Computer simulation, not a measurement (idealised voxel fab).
Title: Process Module voxel self aligned contacts
Cross-section cut spans 255 nm and uses square cells 5 nm in size.
If you're reading a cross-section in this doc, picture square cells in a grid; it comes to you as bands, top ones listed first down to the bottom, and a band can be one or more rows of cells. A band entry consists of two parts. The first gives the height of the band's top and the height of its bottom, in nm. The rest lists the band's materials from left to right, each with its width in nm. A single material labelled with the word "full width" fills the band from edge to edge, and the word "blank" marks empty space. A quick word on heights: they are counted from 0, and under that level the wafer as it came to us is one material throughout. The lowest band is different from the rest in having no bottom; it simply continues downward, written as in "0 and below". The expression "30..40" gives the width at the extremes of the band, the first number at its top row of cells and the second at its bottom row, with the width changing by equal amounts from each row to the next in between. It should be understood that the words "all unchanged", when stated for a given step, signify that the cross-section underwent no change in any of its cells during that step. Closed void table: empty space of 8 cells or more with no open way to the top, each as width x height at its distance from the left edge, in nm. Past the settings on a step's line: simulator remark, on that step. overlay nm: right-of-plan distance of the mask on a masked step; negative values mean left-of-plan.

[Process steps (planned)]
step 1: op RECEIVE | material Si
step 2: op OXIDIZE | depth nm 5
step 3: op DIRECTIONAL_DEP | material polySi | thk nm 25
step 4: op DIRECTIONAL_DEP | material SiN | thk nm 20
step 5: op MASKED_ETCH | tone cover | mask id GATE | width nm 35 | pitch nm 70 | etch materials SiN | depth nm 20 | overlay nm 0
step 6: op MASKED_ETCH | tone cover | mask id GATE | width nm 35 | pitch nm 70 | etch materials polySi | depth nm 25 | overlay nm 0
step 7: op CONFORMAL_DEP | material SiN | thk nm 5
step 8: op DIRECTIONAL_ETCH | etch materials SiN | depth nm 5
step 9: op FILL_DEP | material SiO2 | thk nm 10
step 10: op CMP | height nm 50
step 11: op DIRECTIONAL_DEP | material aC | thk nm 10
step 12: op PATTERN | tone open | mask id CONTACT | material resist | width nm 45 | thk nm 30 | overlay nm 0
step 13: op DIRECTIONAL_ETCH | etch materials aC | depth nm 10
step 14: op STRIP | etch materials resist
step 15: op DIRECTIONAL_ETCH | etch materials SiO2 | depth nm 55
step 16: op STRIP | etch materials aC
step 17: op CONFORMAL_DEP | material TiN | thk nm 5
step 18: op FILL_DEP | material W | thk nm 5
step 19: op CMP | height nm 50
step 20: op CONFORMAL_DEP | material SiCN | thk nm 5

[Cross-section of the wafer as it came to us, i.e., already through step 1]
* 0 and below = Si full width
* Closed void table: none

[Cross-section, first of two wafers, end of module, run as planned]
* 55 down to 50 = SiCN full width
* 50 down to 45 = 105 of SiO2 / 15 of TiN / 15 of W / 15 of TiN / 105 of SiO2
* 45 down to 25 = 70 of SiO2 / 45 of SiN / 5 of TiN / 15 of W / 5 of TiN / 45 of SiN / 70 of SiO2
* 25 down to 0 = 70 of SiO2 / 5 of SiN / 35 of polySi / 5 of SiN / 5 of TiN / 15 of W / 5 of TiN / 5 of SiN / 35 of polySi / 5 of SiN / 70 of SiO2
* 0 down to -5 = 115 of SiO2 / 25 of TiN / 115 of SiO2
* -5 and below = Si full width
* Closed void table: none

[Second wafer through the module, sectioned at the end: same beginning and same plan as the first wafer, with one mistake in carrying it out]
* 55 down to 50 = SiCN full width
* 50 down to 45 = 65 of W / 40 of TiN / 45 of SiO2 / 40 of TiN / 65 of W
* 45 down to 25 = 65 of W / 5 of TiN / 45 of SiN / 25 of SiO2 / 45 of SiN / 5 of TiN / 65 of W
* 25 down to 0 = 65 of W / 5 of TiN / 5 of SiN / 35 of polySi / 5 of SiN / 25 of SiO2 / 5 of SiN / 35 of polySi / 5 of SiN / 5 of TiN / 65 of W
* 0 down to -5 = 70 of TiN / 115 of SiO2 / 70 of TiN
* -5 and below = Si full width
* Closed void table: none
Short version of what went wrong: the process deviated at step 12: the operation and settings actually run there were op PATTERN | tone cover | mask id CONTACT | material resist | width nm 45 | thk nm 30 | overlay nm 0
Materials where the second wafer ends with more or fewer cells than the first: -263 SiO2 | +33 TiN | +230 W
